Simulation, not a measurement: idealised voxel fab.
Process module in this document: voxel transistor to metal
cross-section cut | 200 nm wide | cells 5 nm
In what follows, cross-sections appear as grids of square cells, described through bands that run from the top down, where every band is one or more rows of cells. Band entry format. Leading values: height of top, height of bottom, nm. Remainder: materials in left-to-right order, each with its width in nm. Special words: "edge to edge" on a single material, which then fills the band edge to edge; "air", empty space. Measure heights from 0. That's the level where, below it, the as-received wafer is all one material. The lowest band is bottomless and extends downward; write it as in "0..down". Think of "30->40" as a width that walks from the first number to the second as you go down the band, top row to bottom row, taking equal-sized steps from row to row. Reading "nothing different" for a step: not a cell of the cross-section changed in it. If an empty space has no open way to the top and is at least 8 cells in size, "Trapped void list" lists it, written width x height at distance, where distance is measured from the left edge and every value is in nm. On a step's line, text after the settings is the simulator commenting on that step. The optional step-line setting "overlay nm" applies to steps with a mask and quantifies how far to the right of its planned location the mask lay, a negative value indicating leftward placement. Before/after cross-section pairs, one process step each; after shown to lowest changed band; step and settings beneath. Pairs may be from different runs of this module on the same starting wafer; a pair continues from the one above only where its "Pre-step snapshot" entry says so.

[Pre-step snapshot]
0..down  Si edge to edge
Trapped void list: none

[Structure After Step]
0..-5  SiO2 edge to edge
Anything lower than -5 is untouched.
Trapped void list: none
Quick note on the step between the two cross-sections above: OXIDIZE: depth nm 5

Pre-step snapshot: the cross-section after the pair above

[Structure After Step]
15..0  SiN edge to edge
Anything lower than 0 is untouched.
Trapped void list: none
Quick note on the step between the two cross-sections above: CONFORMAL_DEP: material SiN, thk nm 15

Pre-step snapshot: the cross-section after the pair above

[Structure After Step]
15..0  air 45; SiN 110; air 45
Anything lower than 0 is untouched.
Trapped void list: none
Quick note on the step between the two cross-sections above: MASKED_ETCH: tone cover, mask id ACTIVE, width nm 110, etch materials SiN, depth nm 15, overlay nm 0

Pre-step snapshot: the cross-section after the pair above

[Structure After Step]
15..0  air 45; SiN 110; air 45
0..-5  air 45; SiO2 110; air 45
Anything lower than -5 is untouched.
Trapped void list: none
Quick note on the step between the two cross-sections above: MASKED_ETCH: tone cover, mask id ACTIVE, width nm 110, etch materials SiO2, depth nm 5, overlay nm 0

Pre-step snapshot: the cross-section after the pair above

[Structure After Step]
15..0  air 45; SiN 110; air 45
0..-5  air 45; SiO2 110; air 45
-5..-30  air 45; Si 110; air 45
Anything lower than -30 is untouched.
Trapped void list: none
Quick note on the step between the two cross-sections above: MASKED_ETCH: tone cover, mask id ACTIVE, width nm 110, etch materials Si, depth nm 25, overlay nm 0

Pre-step snapshot: the cross-section after the pair above

[Structure After Step]
20..15  SiO2 edge to edge
15..0  SiO2 45; SiN 110; SiO2 45
0..-5  SiO2 edge to edge
-5..-30  SiO2 45; Si 110; SiO2 45
Anything lower than -30 is untouched.
Trapped void list: none
Quick note on the step between the two cross-sections above: FILL_DEP: material SiO2, thk nm 5

Pre-step snapshot: the cross-section after the pair above

[Structure After Step]
15..0  SiO2 45; SiN 110; SiO2 45
Anything lower than 0 is untouched.
Trapped void list: none
Quick note on the step between the two cross-sections above: CMP: height nm 15

Pre-step snapshot: the cross-section after the pair above

[Structure After Step]
15..5  air 45; SiN 110; air 45
Anything lower than 5 is untouched.
Trapped void list: none
Quick note on the step between the two cross-sections above: SELECTIVE_ETCH: etch materials SiO2, depth nm 10

Pre-step snapshot: the cross-section after the pair above

[Structure After Step]
5..0  SiO2 45; air 110; SiO2 45
Anything lower than 0 is untouched.
Trapped void list: none
Quick note on the step between the two cross-sections above: STRIP: etch materials SiN

Pre-step snapshot: the cross-section after the pair above

[Structure After Step]
0..-5  SiO2 40; air 120; SiO2 40
Anything lower than -5 is untouched.
Trapped void list: none
Quick note on the step between the two cross-sections above: SELECTIVE_ETCH: etch materials SiO2, depth nm 5

Pre-step snapshot: the cross-section after the pair above

[Structure After Step]
0..-5  SiO2 40; air 120; SiO2 40
-5..-10  SiO2 edge to edge
Anything lower than -10 is untouched.
Trapped void list: none
Quick note on the step between the two cross-sections above: OXIDIZE: depth nm 5

Pre-step snapshot: the cross-section after the pair above

[Structure After Step]
20..15  polySi 40; air 120; polySi 40
15..0  polySi edge to edge
0..-5  SiO2 40; polySi 120; SiO2 40
Anything lower than -5 is untouched.
Trapped void list: none
Quick note on the step between the two cross-sections above: DIRECTIONAL_DEP: material polySi, thk nm 20

Pre-step snapshot: the cross-section after the pair above

[Structure After Step]
35..30  SiCN 40; air 120; SiCN 40
30..20  SiCN edge to edge
20..15  polySi 40; SiCN 120; polySi 40
Anything lower than 15 is untouched.
Trapped void list: none
Quick note on the step between the two cross-sections above: DIRECTIONAL_DEP: material SiCN, thk nm 15

Pre-step snapshot: the cross-section after the pair above

[Structure After Step]
30..20  air 85; SiCN 30; air 85
20..15  polySi 40; air 45; SiCN 30; air 45; polySi 40
Anything lower than 15 is untouched.
Trapped void list: none
Quick note on the step between the two cross-sections above: MASKED_ETCH: tone cover, mask id GATE, width nm 30, etch materials SiCN, depth nm 25, overlay nm 0

Pre-step snapshot: the cross-section after the pair above

[Structure After Step]
30..15  air 85; SiCN 30; air 85
15..0  air 85; polySi 30; air 85
0..-5  SiO2 40; air 45; polySi 30; air 45; SiO2 40
Anything lower than -5 is untouched.
Trapped void list: none
Quick note on the step between the two cross-sections above: MASKED_ETCH: tone cover, mask id GATE, width nm 30, etch materials polySi, depth nm 30, overlay nm 0

Pre-step snapshot: the cross-section after the pair above

[Structure After Step]
40..30  air 75; SiN 50; air 75
30..15  air 75; SiN 10; SiCN 30; SiN 10; air 75
15..10  air 75; SiN 10; polySi 30; SiN 10; air 75
10..5  SiN 50; air 25; SiN 10; polySi 30; SiN 10; air 25; SiN 50
5..0  SiN 85; polySi 30; SiN 85
0..-5  SiO2 40; SiN 45; polySi 30; SiN 45; SiO2 40
Anything lower than -5 is untouched.
Trapped void list: none
Quick note on the step between the two cross-sections above: CONFORMAL_DEP: material SiN, thk nm 10

Pre-step snapshot: the cross-section after the pair above

[Structure After Step]
30..15  air 75; SiN 10; SiCN 30; SiN 10; air 75
15..0  air 75; SiN 10; polySi 30; SiN 10; air 75
0..-5  SiO2 40; SiN 10; air 25; SiN 10; polySi 30; SiN 10; air 25; SiN 10; SiO2 40
Anything lower than -5 is untouched.
Trapped void list: none
Quick note on the step between the two cross-sections above: DIRECTIONAL_ETCH: etch materials SiN, depth nm 10

Pre-step snapshot: the cross-section after the pair above

[Structure After Step]
30..15  air 75; SiN 10; SiCN 30; SiN 10; air 75
15..0  air 75; SiN 10; polySi 30; SiN 10; air 75
0..-5  air 40; SiN 10; air 25; SiN 10; polySi 30; SiN 10; air 25; SiN 10; air 40
-5..-10  SiO2 50; air 25; SiO2 50; air 25; SiO2 50
Anything lower than -10 is untouched.
Trapped void list: none
Quick note on the step between the two cross-sections above: DIRECTIONAL_ETCH: etch materials SiO2, depth nm 5

Pre-step snapshot: the cross-section after the pair above

[Structure After Step]
30..15  air 75; SiN 10; SiCN 30; SiN 10; air 75
15..0  air 75; SiN 10; polySi 30; SiN 10; air 75
0..-5  air 40; SiN 10; air 25; SiN 10; polySi 30; SiN 10; air 25; SiN 10; air 40
-5..-10  SiO2 50; air 25; SiO2 50; air 25; SiO2 50
-10..-20  SiO2 45; Si 5; air 25; Si 50; air 25; Si 5; SiO2 45
Anything lower than -20 is untouched.
Trapped void list: none
Quick note on the step between the two cross-sections above: DIRECTIONAL_ETCH: etch materials Si, depth nm 10

Pre-step snapshot: the cross-section after the pair above

[Structure After Step]
30..15  air 75; SiN 10; SiCN 30; SiN 10; air 75
15..0  air 75; SiN 10; polySi 30; SiN 10; air 75
0..-5  air 40; SiN 10; SiGe 10; air 5; SiGe 10; SiN 10; polySi 30; SiN 10; SiGe 10; air 5; SiGe 10; SiN 10; air 40
-5..-10  SiO2 50; SiGe 10; air 5; SiGe 10; SiO2 50; SiGe 10; air 5; SiGe 10; SiO2 50
-10..-20  SiO2 45; Si 5; SiGe 25; Si 50; SiGe 25; Si 5; SiO2 45
Anything lower than -20 is untouched.
Trapped void list: none
Quick note on the step between the two cross-sections above: EPI: material SiGe, thk nm 10

Pre-step snapshot: the cross-section after the pair above

[Structure After Step]
40..30  SiO2 edge to edge
30..15  SiO2 75; SiN 10; SiCN 30; SiN 10; SiO2 75
15..0  SiO2 75; SiN 10; polySi 30; SiN 10; SiO2 75
0..-5  SiO2 40; SiN 10; SiGe 10; SiO2 5; SiGe 10; SiN 10; polySi 30; SiN 10; SiGe 10; SiO2 5; SiGe 10; SiN 10; SiO2 40
-5..-10  SiO2 50; SiGe 10; SiO2 5; SiGe 10; SiO2 50; SiGe 10; SiO2 5; SiGe 10; SiO2 50
Anything lower than -10 is untouched.
Trapped void list: none
Quick note on the step between the two cross-sections above: FILL_DEP: material SiO2, thk nm 10

Pre-step snapshot: the cross-section after the pair above

[Structure After Step]
15..0  SiO2 75; SiN 10; polySi 30; SiN 10; SiO2 75
Anything lower than 0 is untouched.
Trapped void list: none
Quick note on the step between the two cross-sections above: CMP: height nm 15

Pre-step snapshot: the cross-section after the pair above

[Structure After Step]
15..0  SiO2 75; SiN 10; air 30; SiN 10; SiO2 75
0..-5  SiO2 40; SiN 10; SiGe 10; SiO2 5; SiGe 10; SiN 10; air 30; SiN 10; SiGe 10; SiO2 5; SiGe 10; SiN 10; SiO2 40
Anything lower than -5 is untouched.
Trapped void list: none
Quick note on the step between the two cross-sections above: STRIP: etch materials polySi

Pre-step snapshot: the cross-section after the pair above

[Structure After Step]
15..10  air 75; SiN 10; air 30; SiN 10; air 75
10..0  SiO2 75; SiN 10; air 30; SiN 10; SiO2 75
0..-5  SiO2 40; SiN 10; SiGe 10; SiO2 5; SiGe 10; SiN 10; air 30; SiN 10; SiGe 10; SiO2 5; SiGe 10; SiN 10; SiO2 40
-5..-10  SiO2 50; SiGe 10; SiO2 5; SiGe 10; SiO2 5; air 40; SiO2 5; SiGe 10; SiO2 5; SiGe 10; SiO2 50
Anything lower than -10 is untouched.
Trapped void list: none
Quick note on the step between the two cross-sections above: SELECTIVE_ETCH: etch materials SiO2, depth nm 5

Pre-step snapshot: the cross-section after the pair above

[Structure After Step]
20..15  air 70; HfO2 20; air 20; HfO2 20; air 70
15..10  HfO2 75; SiN 10; HfO2 5; air 20; HfO2 5; SiN 10; HfO2 75
10..0  SiO2 75; SiN 10; HfO2 5; air 20; HfO2 5; SiN 10; SiO2 75
0..-5  SiO2 40; SiN 10; SiGe 10; SiO2 5; SiGe 10; SiN 10; HfO2 5; air 20; HfO2 5; SiN 10; SiGe 10; SiO2 5; SiGe 10; SiN 10; SiO2 40
-5..-10  SiO2 50; SiGe 10; SiO2 5; SiGe 10; SiO2 5; HfO2 40; SiO2 5; SiGe 10; SiO2 5; SiGe 10; SiO2 50
Anything lower than -10 is untouched.
Trapped void list: none
Quick note on the step between the two cross-sections above: CONFORMAL_DEP: material HfO2, thk nm 5

Pre-step snapshot: the cross-section after the pair above

[Structure After Step]
25..20  air 65; TiN 30; air 10; TiN 30; air 65
20..15  TiN 70; HfO2 20; TiN 5; air 10; TiN 5; HfO2 20; TiN 70
15..10  HfO2 75; SiN 10; HfO2 5; TiN 5; air 10; TiN 5; HfO2 5; SiN 10; HfO2 75
10..0  SiO2 75; SiN 10; HfO2 5; TiN 5; air 10; TiN 5; HfO2 5; SiN 10; SiO2 75
0..-5  SiO2 40; SiN 10; SiGe 10; SiO2 5; SiGe 10; SiN 10; HfO2 5; TiN 20; HfO2 5; SiN 10; SiGe 10; SiO2 5; SiGe 10; SiN 10; SiO2 40
Anything lower than -5 is untouched.
Trapped void list: none
Quick note on the step between the two cross-sections above: CONFORMAL_DEP: material TiN, thk nm 5

Pre-step snapshot: the cross-section after the pair above

[Structure After Step]
35..25  W edge to edge
25..20  W 65; TiN 30; W 10; TiN 30; W 65
20..15  TiN 70; HfO2 20; TiN 5; W 10; TiN 5; HfO2 20; TiN 70
15..10  HfO2 75; SiN 10; HfO2 5; TiN 5; W 10; TiN 5; HfO2 5; SiN 10; HfO2 75
10..0  SiO2 75; SiN 10; HfO2 5; TiN 5; W 10; TiN 5; HfO2 5; SiN 10; SiO2 75
Anything lower than 0 is untouched.
Trapped void list: none
Quick note on the step between the two cross-sections above: FILL_DEP: material W, thk nm 10

Pre-step snapshot: the cross-section after the pair above

[Structure After Step]
10..0  SiO2 75; SiN 10; HfO2 5; TiN 5; W 10; TiN 5; HfO2 5; SiN 10; SiO2 75
Anything lower than 0 is untouched.
Trapped void list: none
Quick note on the step between the two cross-sections above: CMP: height nm 10

Pre-step snapshot: the cross-section after the pair above

[Structure After Step]
25..10  SiO2 edge to edge
Anything lower than 10 is untouched.
Trapped void list: none
Quick note on the step between the two cross-sections above: DIRECTIONAL_DEP: material SiO2, thk nm 15

Pre-step snapshot: the cross-section after the pair above

[Structure After Step]
25..10  SiO2 50; air 20; SiO2 60; air 20; SiO2 50
10..0  SiO2 50; air 20; SiO2 5; SiN 10; HfO2 5; TiN 5; W 10; TiN 5; HfO2 5; SiN 10; SiO2 5; air 20; SiO2 50
0..-5  SiO2 40; SiN 10; SiGe 10; air 5; SiGe 10; SiN 10; HfO2 5; TiN 20; HfO2 5; SiN 10; SiGe 10; air 5; SiGe 10; SiN 10; SiO2 40
-5..-10  SiO2 50; SiGe 10; air 5; SiGe 10; SiO2 5; HfO2 40; SiO2 5; SiGe 10; air 5; SiGe 10; SiO2 50
Anything lower than -10 is untouched.
Trapped void list: none
Quick note on the step between the two cross-sections above: MASKED_ETCH: tone open, mask id CONTACT, width nm 20, pitch nm 80, etch materials SiO2, depth nm 35, overlay nm 0

Pre-step snapshot: the cross-section after the pair above

[Structure After Step]
30..25  TiN 55; air 10; TiN 70; air 10; TiN 55
25..10  SiO2 50; TiN 5; air 10; TiN 5; SiO2 60; TiN 5; air 10; TiN 5; SiO2 50
10..5  SiO2 50; TiN 5; air 10; TiN 5; SiO2 5; SiN 10; HfO2 5; TiN 5; W 10; TiN 5; HfO2 5; SiN 10; SiO2 5; TiN 5; air 10; TiN 5; SiO2 50
5..0  SiO2 50; TiN 20; SiO2 5; SiN 10; HfO2 5; TiN 5; W 10; TiN 5; HfO2 5; SiN 10; SiO2 5; TiN 20; SiO2 50
0..-5  SiO2 40; SiN 10; SiGe 10; TiN 5; SiGe 10; SiN 10; HfO2 5; TiN 20; HfO2 5; SiN 10; SiGe 10; TiN 5; SiGe 10; SiN 10; SiO2 40
-5..-10  SiO2 50; SiGe 10; TiN 5; SiGe 10; SiO2 5; HfO2 40; SiO2 5; SiGe 10; TiN 5; SiGe 10; SiO2 50
Anything lower than -10 is untouched.
Trapped void list: none
Quick note on the step between the two cross-sections above: CONFORMAL_DEP: material TiN, thk nm 5

Pre-step snapshot: the cross-section after the pair above

[Structure After Step]
35..30  W edge to edge
30..25  TiN 55; W 10; TiN 70; W 10; TiN 55
25..10  SiO2 50; TiN 5; W 10; TiN 5; SiO2 60; TiN 5; W 10; TiN 5; SiO2 50
10..5  SiO2 50; TiN 5; W 10; TiN 5; SiO2 5; SiN 10; HfO2 5; TiN 5; W 10; TiN 5; HfO2 5; SiN 10; SiO2 5; TiN 5; W 10; TiN 5; SiO2 50
Anything lower than 5 is untouched.
Trapped void list: none
Quick note on the step between the two cross-sections above: FILL_DEP: material W, thk nm 5

Pre-step snapshot: the cross-section after the pair above

[Structure After Step]
25..10  SiO2 50; TiN 5; W 10; TiN 5; SiO2 60; TiN 5; W 10; TiN 5; SiO2 50
Anything lower than 10 is untouched.
Trapped void list: none
Quick note on the step between the two cross-sections above: CMP: height nm 25

Pre-step snapshot: the cross-section after the pair above

[Structure After Step]
30..25  TiN edge to edge
Anything lower than 25 is untouched.
Trapped void list: none
Quick note on the step between the two cross-sections above: DIRECTIONAL_DEP: material TiN, thk nm 5

Pre-step snapshot: the cross-section after the pair above

[Structure After Step]
50..30  W edge to edge
Anything lower than 30 is untouched.
Trapped void list: none
Quick note on the step between the two cross-sections above: DIRECTIONAL_DEP: material W, thk nm 20

Pre-step snapshot: the cross-section after the pair above

[Structure After Step]
60..50  aC edge to edge
Anything lower than 50 is untouched.
Trapped void list: none
Quick note on the step between the two cross-sections above: DIRECTIONAL_DEP: material aC, thk nm 10

Pre-step snapshot: the cross-section after the pair above

[Structure After Step]
85..60  air 50; resist 20; air 60; resist 20; air 50
Anything lower than 60 is untouched.
Trapped void list: none
Quick note on the step between the two cross-sections above: PATTERN: tone cover, mask id METAL_1, material resist, width nm 20, pitch nm 80, thk nm 25, overlay nm 0

Pre-step snapshot: the cross-section after the pair above

[Structure After Step]
75..60  air 50; resist 20; air 60; resist 20; air 50
60..50  air 50; aC 20; air 60; aC 20; air 50
Anything lower than 50 is untouched.
Trapped void list: none
Quick note on the step between the two cross-sections above: DIRECTIONAL_ETCH: etch materials aC, depth nm 10

Pre-step snapshot: the cross-section after the pair above

[Structure After Step]
60..50  air 50; aC 20; air 60; aC 20; air 50
Anything lower than 50 is untouched.
Trapped void list: none
Quick note on the step between the two cross-sections above: STRIP: etch materials resist

Pre-step snapshot: the cross-section after the pair above

[Structure After Step]
60..50  air 50; aC 20; air 60; aC 20; air 50
50..30  air 50; W 20; air 60; W 20; air 50
Anything lower than 30 is untouched.
Trapped void list: none
Quick note on the step between the two cross-sections above: DIRECTIONAL_ETCH: etch materials W, depth nm 20

Pre-step snapshot: the cross-section after the pair above

[Structure After Step]
60..50  air 50; aC 20; air 60; aC 20; air 50
50..30  air 50; W 20; air 60; W 20; air 50
30..25  air 50; TiN 20; air 60; TiN 20; air 50
Anything lower than 25 is untouched.
Trapped void list: none
Quick note on the step between the two cross-sections above: DIRECTIONAL_ETCH: etch materials TiN, depth nm 5

Pre-step snapshot: the cross-section after the pair above

[Structure After Step]
50..30  air 50; W 20; air 60; W 20; air 50
Anything lower than 30 is untouched.
Trapped void list: none
Quick note on the step between the two cross-sections above: STRIP: etch materials aC

Pre-step snapshot: the cross-section after the pair above

[Structure After Step]
55..50  air 45; SiN 30; air 50; SiN 30; air 45
50..30  air 45; SiN 5; W 20; SiN 5; air 50; SiN 5; W 20; SiN 5; air 45
30..25  SiN 50; TiN 20; SiN 60; TiN 20; SiN 50
Anything lower than 25 is untouched.
Trapped void list: none
Quick note on the step between the two cross-sections above: CONFORMAL_DEP: material SiN, thk nm 5

Pre-step snapshot: the cross-section after the pair above

[Structure After Step]
65..55  SiO2 edge to edge
55..50  SiO2 45; SiN 30; SiO2 50; SiN 30; SiO2 45
50..30  SiO2 45; SiN 5; W 20; SiN 5; SiO2 50; SiN 5; W 20; SiN 5; SiO2 45
Anything lower than 30 is untouched.
Trapped void list: none
Quick note on the step between the two cross-sections above: FILL_DEP: material SiO2, thk nm 10

Pre-step snapshot: the cross-section after the pair above

[Structure After Step]
50..30  SiO2 45; SiN 5; W 20; SiN 5; SiO2 50; SiN 5; W 20; SiN 5; SiO2 45
Anything lower than 30 is untouched.
Trapped void list: none
Quick note on the step between the two cross-sections above: CMP: height nm 50

Pre-step snapshot: the cross-section after the pair above

[Structure After Step]
55..50  SiN edge to edge
Anything lower than 50 is untouched.
Trapped void list: none
Quick note on the step between the two cross-sections above: CONFORMAL_DEP: material SiN, thk nm 5

[Pre-step snapshot]
15..10  air 75; SiN 10; air 30; SiN 10; air 75
10..0  SiO2 75; SiN 10; air 30; SiN 10; SiO2 75
0..-5  SiO2 40; SiN 10; SiGe 10; SiO2 5; SiGe 10; SiN 10; air 30; SiN 10; SiGe 10; SiO2 5; SiGe 10; SiN 10; SiO2 40
-5..-10  SiO2 50; SiGe 10; SiO2 5; SiGe 10; SiO2 5; air 40; SiO2 5; SiGe 10; SiO2 5; SiGe 10; SiO2 50
-10..-20  SiO2 45; Si 5; SiGe 25; Si 50; SiGe 25; Si 5; SiO2 45
-20..-30  SiO2 45; Si 110; SiO2 45
-30..down  Si edge to edge
Trapped void list: none

[Structure After Step]
20..15  air 70; TiN 20; air 20; TiN 20; air 70
15..10  TiN 75; SiN 10; TiN 5; air 20; TiN 5; SiN 10; TiN 75
10..0  SiO2 75; SiN 10; TiN 5; air 20; TiN 5; SiN 10; SiO2 75
0..-5  SiO2 40; SiN 10; SiGe 10; SiO2 5; SiGe 10; SiN 10; TiN 5; air 20; TiN 5; SiN 10; SiGe 10; SiO2 5; SiGe 10; SiN 10; SiO2 40
-5..-10  SiO2 50; SiGe 10; SiO2 5; SiGe 10; SiO2 5; TiN 40; SiO2 5; SiGe 10; SiO2 5; SiGe 10; SiO2 50
Anything lower than -10 is untouched.
Trapped void list: none
Quick note on the step between the two cross-sections above: CONFORMAL_DEP: material TiN, thk nm 5

Pre-step snapshot: the cross-section after the pair above

[Structure After Step]
30..20  W edge to edge
20..15  W 70; TiN 20; W 20; TiN 20; W 70
15..10  TiN 75; SiN 10; TiN 5; W 20; TiN 5; SiN 10; TiN 75
10..0  SiO2 75; SiN 10; TiN 5; W 20; TiN 5; SiN 10; SiO2 75
0..-5  SiO2 40; SiN 10; SiGe 10; SiO2 5; SiGe 10; SiN 10; TiN 5; W 20; TiN 5; SiN 10; SiGe 10; SiO2 5; SiGe 10; SiN 10; SiO2 40
Anything lower than -5 is untouched.
Trapped void list: none
Quick note on the step between the two cross-sections above: FILL_DEP: material W, thk nm 10

Pre-step snapshot: the cross-section after the pair above

[Structure After Step]
10..0  SiO2 75; SiN 10; TiN 5; W 20; TiN 5; SiN 10; SiO2 75
Anything lower than 0 is untouched.
Trapped void list: none
Quick note on the step between the two cross-sections above: CMP: height nm 10

Pre-step snapshot: the cross-section after the pair above

[Structure After Step]
25..10  SiO2 edge to edge
Anything lower than 10 is untouched.
Trapped void list: none
Quick note on the step between the two cross-sections above: DIRECTIONAL_DEP: material SiO2, thk nm 15

Pre-step snapshot: the cross-section after the pair above

[Structure After Step]
25..10  SiO2 50; air 20; SiO2 60; air 20; SiO2 50
10..0  SiO2 50; air 20; SiO2 5; SiN 10; TiN 5; W 20; TiN 5; SiN 10; SiO2 5; air 20; SiO2 50
0..-5  SiO2 40; SiN 10; SiGe 10; air 5; SiGe 10; SiN 10; TiN 5; W 20; TiN 5; SiN 10; SiGe 10; air 5; SiGe 10; SiN 10; SiO2 40
-5..-10  SiO2 50; SiGe 10; air 5; SiGe 10; SiO2 5; TiN 40; SiO2 5; SiGe 10; air 5; SiGe 10; SiO2 50
Anything lower than -10 is untouched.
Trapped void list: none
Quick note on the step between the two cross-sections above: MASKED_ETCH: tone open, mask id CONTACT, width nm 20, pitch nm 80, etch materials SiO2, depth nm 35, overlay nm 0

Pre-step snapshot: the cross-section after the pair above

[Structure After Step]
30..25  TiN 55; air 10; TiN 70; air 10; TiN 55
25..10  SiO2 50; TiN 5; air 10; TiN 5; SiO2 60; TiN 5; air 10; TiN 5; SiO2 50
10..5  SiO2 50; TiN 5; air 10; TiN 5; SiO2 5; SiN 10; TiN 5; W 20; TiN 5; SiN 10; SiO2 5; TiN 5; air 10; TiN 5; SiO2 50
5..0  SiO2 50; TiN 20; SiO2 5; SiN 10; TiN 5; W 20; TiN 5; SiN 10; SiO2 5; TiN 20; SiO2 50
0..-5  SiO2 40; SiN 10; SiGe 10; TiN 5; SiGe 10; SiN 10; TiN 5; W 20; TiN 5; SiN 10; SiGe 10; TiN 5; SiGe 10; SiN 10; SiO2 40
-5..-10  SiO2 50; SiGe 10; TiN 5; SiGe 10; SiO2 5; TiN 40; SiO2 5; SiGe 10; TiN 5; SiGe 10; SiO2 50
Anything lower than -10 is untouched.
Trapped void list: none
Quick note on the step between the two cross-sections above: CONFORMAL_DEP: material TiN, thk nm 5

Pre-step snapshot: the cross-section after the pair above

[Structure After Step]
35..30  W edge to edge
30..25  TiN 55; W 10; TiN 70; W 10; TiN 55
25..10  SiO2 50; TiN 5; W 10; TiN 5; SiO2 60; TiN 5; W 10; TiN 5; SiO2 50
10..5  SiO2 50; TiN 5; W 10; TiN 5; SiO2 5; SiN 10; TiN 5; W 20; TiN 5; SiN 10; SiO2 5; TiN 5; W 10; TiN 5; SiO2 50
Anything lower than 5 is untouched.
Trapped void list: none
Quick note on the step between the two cross-sections above: FILL_DEP: material W, thk nm 5

Pre-step snapshot: the cross-section after the pair above

[Structure After Step]
25..10  SiO2 50; TiN 5; W 10; TiN 5; SiO2 60; TiN 5; W 10; TiN 5; SiO2 50
Anything lower than 10 is untouched.
Trapped void list: none
Quick note on the step between the two cross-sections above: CMP: height nm 25

Pre-step snapshot: the cross-section after the pair above

[Structure After Step]
30..25  TiN edge to edge
Anything lower than 25 is untouched.
Trapped void list: none
Quick note on the step between the two cross-sections above: DIRECTIONAL_DEP: material TiN, thk nm 5

Pre-step snapshot: the cross-section after the pair above

[Structure After Step]
50..30  W edge to edge
Anything lower than 30 is untouched.
Trapped void list: none
Quick note on the step between the two cross-sections above: DIRECTIONAL_DEP: material W, thk nm 20

Pre-step snapshot: the cross-section after the pair above

[Structure After Step]
60..50  aC edge to edge
Anything lower than 50 is untouched.
Trapped void list: none
Quick note on the step between the two cross-sections above: DIRECTIONAL_DEP: material aC, thk nm 10

Pre-step snapshot: the cross-section after the pair above

[Structure After Step]
85..60  air 50; resist 20; air 60; resist 20; air 50
Anything lower than 60 is untouched.
Trapped void list: none
Quick note on the step between the two cross-sections above: PATTERN: tone cover, mask id METAL_1, material resist, width nm 20, pitch nm 80, thk nm 25, overlay nm 0

Pre-step snapshot: the cross-section after the pair above

[Structure After Step]
75..60  air 50; resist 20; air 60; resist 20; air 50
60..50  air 50; aC 20; air 60; aC 20; air 50
Anything lower than 50 is untouched.
Trapped void list: none
Quick note on the step between the two cross-sections above: DIRECTIONAL_ETCH: etch materials aC, depth nm 10

Pre-step snapshot: the cross-section after the pair above

[Structure After Step]
60..50  air 50; aC 20; air 60; aC 20; air 50
Anything lower than 50 is untouched.
Trapped void list: none
Quick note on the step between the two cross-sections above: STRIP: etch materials resist

Pre-step snapshot: the cross-section after the pair above

[Structure After Step]
60..50  air 50; aC 20; air 60; aC 20; air 50
50..30  air 50; W 20; air 60; W 20; air 50
Anything lower than 30 is untouched.
Trapped void list: none
Quick note on the step between the two cross-sections above: DIRECTIONAL_ETCH: etch materials W, depth nm 20

Pre-step snapshot: the cross-section after the pair above

[Structure After Step]
60..50  air 50; aC 20; air 60; aC 20; air 50
50..30  air 50; W 20; air 60; W 20; air 50
30..25  air 50; TiN 20; air 60; TiN 20; air 50
Anything lower than 25 is untouched.
Trapped void list: none
Quick note on the step between the two cross-sections above: DIRECTIONAL_ETCH: etch materials TiN, depth nm 5

Pre-step snapshot: the cross-section after the pair above

[Structure After Step]
50..30  air 50; W 20; air 60; W 20; air 50
Anything lower than 30 is untouched.
Trapped void list: none
Quick note on the step between the two cross-sections above: STRIP: etch materials aC

Pre-step snapshot: the cross-section after the pair above

[Structure After Step]
55..50  air 45; SiN 30; air 50; SiN 30; air 45
50..30  air 45; SiN 5; W 20; SiN 5; air 50; SiN 5; W 20; SiN 5; air 45
30..25  SiN 50; TiN 20; SiN 60; TiN 20; SiN 50
Anything lower than 25 is untouched.
Trapped void list: none
Quick note on the step between the two cross-sections above: CONFORMAL_DEP: material SiN, thk nm 5

Pre-step snapshot: the cross-section after the pair above

[Structure After Step]
65..55  SiO2 edge to edge
55..50  SiO2 45; SiN 30; SiO2 50; SiN 30; SiO2 45
50..30  SiO2 45; SiN 5; W 20; SiN 5; SiO2 50; SiN 5; W 20; SiN 5; SiO2 45
Anything lower than 30 is untouched.
Trapped void list: none
Quick note on the step between the two cross-sections above: FILL_DEP: material SiO2, thk nm 10

Pre-step snapshot: the cross-section after the pair above

[Structure After Step]
50..30  SiO2 45; SiN 5; W 20; SiN 5; SiO2 50; SiN 5; W 20; SiN 5; SiO2 45
Anything lower than 30 is untouched.
Trapped void list: none
Quick note on the step between the two cross-sections above: CMP: height nm 50

Pre-step snapshot: the cross-section after the pair above

[Structure After Step]
55..50  SiN edge to edge
Anything lower than 50 is untouched.
Trapped void list: none
Quick note on the step between the two cross-sections above: CONFORMAL_DEP: material SiN, thk nm 5

[Pre-step snapshot]
25..10  SiO2 edge to edge
10..0  SiO2 75; SiN 10; HfO2 5; TiN 5; W 10; TiN 5; HfO2 5; SiN 10; SiO2 75
0..-5  SiO2 40; SiN 10; SiGe 10; SiO2 5; SiGe 10; SiN 10; HfO2 5; TiN 20; HfO2 5; SiN 10; SiGe 10; SiO2 5; SiGe 10; SiN 10; SiO2 40
-5..-10  SiO2 50; SiGe 10; SiO2 5; SiGe 10; SiO2 5; HfO2 40; SiO2 5; SiGe 10; SiO2 5; SiGe 10; SiO2 50
-10..-20  SiO2 45; Si 5; SiGe 25; Si 50; SiGe 25; Si 5; SiO2 45
-20..-30  SiO2 45; Si 110; SiO2 45
-30..down  Si edge to edge
Trapped void list: none

[Structure After Step]
40..10  SiO2 edge to edge
Anything lower than 10 is untouched.
Trapped void list: none
Quick note on the step between the two cross-sections above: DIRECTIONAL_DEP: material SiO2, thk nm 15

Pre-step snapshot: the cross-section after the pair above

[Structure After Step]
40..10  SiO2 50; air 20; SiO2 60; air 20; SiO2 50
10..5  SiO2 50; air 20; SiO2 5; SiN 10; HfO2 5; TiN 5; W 10; TiN 5; HfO2 5; SiN 10; SiO2 5; air 20; SiO2 50
Anything lower than 5 is untouched.
Trapped void list: none
Quick note on the step between the two cross-sections above: MASKED_ETCH: tone open, mask id CONTACT, width nm 20, pitch nm 80, etch materials SiO2, depth nm 35, overlay nm 0
